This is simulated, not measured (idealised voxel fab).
Module name: voxel local oxidation (process module)
Displayed cross-section: cut, width of 255 nm, square cells sized 5 nm.
This document writes a cross-section as a grid whose cells are square, and gives it as bands, listed from the top down; one or more rows of cells form a band.
Top, bottom (nm), then materials left to right with widths (nm); lone material tagged "throughout" fills the whole band edge to edge; "blank" = empty space.
A quick word on heights: they are counted from 0, and under that level the wafer as it came to us is one material throughout. The lowest band is different from the rest in having no bottom; it simply continues downward, written as in "from 0 down".
The expression "30->40" gives the width at the extremes of the band, the first number at its top row of cells and the second at its bottom row, with the width changing by equal amounts from each row to the next in between.
No cell of the cross-section changed in a step that is given as "everything unchanged".
Entry "Trapped void list" = empty spaces >= 8 cells with no open way to the top; each as width x height at distance, distance from left edge, all nm.
Step line, after settings: the simulator's comment on this step.
When a step includes a mask, the "overlay nm" setting on its line states how far to the right of its planned place that mask lay, and negative values state how far to the left.
List of planned process steps:
1,RECEIVE, material Si
2,CONFORMAL_DEP, material SiO2, thk nm 5
3,CONFORMAL_DEP, material SiN, thk nm 15
4,PATTERN, tone cover, mask id ACTIVE, material resist, width nm 115, thk nm 15, overlay nm 0
5,DIRECTIONAL_ETCH, etch materials SiN, depth nm 15
6,STRIP, etch materials resist
7,SELECTIVE_ETCH, etch materials SiO2, depth nm 5
8,OXIDIZE, depth nm 15
9,STRIP, etch materials SiN
The value of depth nm given for step 7 in the plan refers to the first wafer; the wafers vary in this setting and are alike at the start.
Cross-section of the first of several received wafers, showing its state after step 1:
    from 0 down: Si throughout
    Trapped void list: none
each wafer at the end: cells of each material gained (+) or lost (-) since it was received, then its closed voids:
depth nm 5; -108 Si; +129 SiO2; Trapped void list: none
depth nm 10; -114 Si; +133 SiO2; Trapped void list: none
depth nm 15; -120 Si; +137 SiO2; Trapped void list: none
depth nm 20; -126 Si; +141 SiO2; Trapped void list: none
